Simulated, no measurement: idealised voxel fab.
The process module that follows is named voxel capacitor over wiring.
Pictured: cross-section cut, 205 nm wide, on a grid of 5 nm square cells.
A cross-section is written here as square cells arranged in a grid, and it is given in bands from the top down, each band taking up one or more rows of cells.
Per band: top height and bottom height in nm, followed by the left-to-right materials and their widths in nm; "all across" marks a single material spanning edge to edge, "empty" marks empty space.
Note: height 0 marks the level under which the wafer is uniformly one material as received. Lowest band unbounded below, written "from 0 down".
The two numbers in a width such as "30..40" mark its ends across the band: the first belongs to the top row of cells, the second to the bottom row, and from each row to the next the width moves by the same amount.
You'll sometimes find "no modification" written for a step, and that's the way of saying that nowhere in the cross-section did a cell change during that step.
Each empty space that has no open way to the top and spans at least 8 cells appears under "Closed void catalog" as width x height at distance, the distance counted from the left edge, all in nm.
Note: text after step settings on the step line = simulator remark on that step.
"overlay nm" denotes, for a step that has a mask, the displacement of the mask to the right of its planned place, with negative values corresponding to the left.

**The following list gives the planned process steps**
| 1 | RECEIVE (material Si) |
| 2 | CONFORMAL_DEP (material SiO2; thk nm 10) |
| 3 | CONFORMAL_DEP (material SiCN; thk nm 5) |
| 4 | DIRECTIONAL_DEP (material lowk; thk nm 25) |
| 5 | MASKED_ETCH (tone open; mask id METAL_1; width nm 25; pitch nm 90; etch materials lowk; depth nm 25; overlay nm 0) |
| 6 | MASKED_ETCH (tone open; mask id METAL_1; width nm 25; pitch nm 90; etch materials SiCN; depth nm 5; overlay nm 0) |
| 7 | CONFORMAL_DEP (material TiN; thk nm 5) |
| 8 | FILL_DEP (material Cu; thk nm 5) |
| 9 | CMP (height nm 40) |
| 10 | CONFORMAL_DEP (material SiCN; thk nm 5) |
| 11 | DIRECTIONAL_DEP (material lowk; thk nm 10) |
| 12 | MASKED_ETCH (tone open; mask id PLUG_1; width nm 15; etch materials lowk; depth nm 10; overlay nm 0) |
| 13 | MASKED_ETCH (tone open; mask id PLUG_1; width nm 15; etch materials SiCN; depth nm 5; overlay nm 0) |
| 14 | CONFORMAL_DEP (material TiN; thk nm 5) |
| 15 | FILL_DEP (material Ru; thk nm 5) |
| 16 | CMP (height nm 50) |
| 17 | DIRECTIONAL_DEP (material TiN; thk nm 10) |
| 18 | DIRECTIONAL_DEP (material SiN; thk nm 5) |
| 19 | DIRECTIONAL_DEP (material TiN; thk nm 10) |
| 20 | PATTERN (tone cover; mask id UPPER_PLATE; material resist; width nm 70; thk nm 15; overlay nm 0) |
| 21 | DIRECTIONAL_ETCH (etch materials TiN; depth nm 10) |
| 22 | DIRECTIONAL_ETCH (etch materials SiN; depth nm 5) |
| 23 | STRIP (etch materials resist) |
| 24 | PATTERN (tone cover; mask id LOWER_PLATE; material resist; width nm 80; thk nm 20; overlay nm 0) |
| 25 | DIRECTIONAL_ETCH (etch materials TiN; depth nm 10) |
| 26 | STRIP (etch materials resist) |
| 27 | FILL_DEP (material SiO2; thk nm 20) |
| 28 | CMP (height nm 95) |
| 29 | PATTERN (tone open; mask id PLUG_2; material resist; width nm 15; thk nm 20; overlay nm 0) |
| 30 | DIRECTIONAL_ETCH (etch materials SiO2; depth nm 15) |
| 31 | STRIP (etch materials resist) |
| 32 | CONFORMAL_DEP (material TiN; thk nm 5) |
| 33 | FILL_DEP (material Ru; thk nm 10) |
| 34 | CMP (height nm 95) |
| 35 | CONFORMAL_DEP (material SiN; thk nm 5) |
For clarity, it should be stated that the wafers under discussion commence in an identical condition and differ with respect to the height nm of step 16, the plan indicating the value that the first wafer had.

**After step 1, as received: first of several wafers, cross-section**
from 0 down: Si all across
Closed void catalog: none

**First of several wafers, sectioned at end of module (last step: step 35)**
from 100 to 95: SiN all across
from 95 to 85: 65 of SiO2, 5 of TiN, 5 of Ru, 5 of TiN, 125 of SiO2
from 85 to 80: 65 of SiO2, 15 of TiN, 125 of SiO2
from 80 to 75: SiO2 all across
from 75 to 65: 55 of SiO2, 70 of TiN, 80 of SiO2
from 65 to 60: 55 of SiO2, 70 of SiN, 80 of SiO2
from 60 to 50: 50 of SiO2, 80 of TiN, 75 of SiO2
from 50 to 45: 55 of lowk, 5 of TiN, 5 of Ru, 5 of TiN, 135 of lowk
from 45 to 40: 55 of SiCN, 15 of TiN, 135 of SiCN
from 40 to 15: 45 of lowk, 5 of TiN, 15 of Cu, 5 of TiN, 65 of lowk, 5 of TiN, 15 of Cu, 5 of TiN, 45 of lowk
from 15 to 10: 45 of SiCN, 25 of TiN, 65 of SiCN, 25 of TiN, 45 of SiCN
from 10 to 0: SiO2 all across
from 0 down: Si all across
Closed void catalog: none

**Cross-sectional view, end of module, last wafer of several**
from 100 to 95: SiN all across
from 95 to 90: 65 of SiO2, 15 of TiN, 125 of SiO2
from 90 to 80: 55 of SiO2, 70 of TiN, 80 of SiO2
from 80 to 75: 55 of SiO2, 70 of SiN, 80 of SiO2
from 75 to 65: 50 of SiO2, 80 of TiN, 75 of SiO2
from 65 to 60: Ru all across
from 60 to 55: 60 of TiN, 5 of Ru, 140 of TiN
from 55 to 45: 55 of lowk, 5 of TiN, 5 of Ru, 5 of TiN, 135 of lowk
from 45 to 40: 55 of SiCN, 15 of TiN, 135 of SiCN
from 40 to 15: 45 of lowk, 5 of TiN, 15 of Cu, 5 of TiN, 65 of lowk, 5 of TiN, 15 of Cu, 5 of TiN, 45 of lowk
from 15 to 10: 45 of SiCN, 25 of TiN, 65 of SiCN, 25 of TiN, 45 of SiCN
from 10 to 0: SiO2 all across
from 0 down: Si all across
Closed void catalog: none

**Row per wafer, end-of-module: cell gain (+)/loss (-) by material since the wafer came in, then closed voids**
height nm 50, +30 Cu, +3 Ru, +69 SiCN, +55 SiN, +368 SiO2, +102 TiN, +193 lowk, Closed void catalog: none
height nm 55, +30 Cu, +4 Ru, +69 SiCN, +55 SiN, +327 SiO2, +104 TiN, +231 lowk, Closed void catalog: none
height nm 60, +30 Cu, +4 Ru, +69 SiCN, +55 SiN, +289 SiO2, +142 TiN, +231 lowk, Closed void catalog: none
height nm 65, +30 Cu, +44 Ru, +69 SiCN, +55 SiN, +251 SiO2, +140 TiN, +231 lowk, Closed void catalog: none
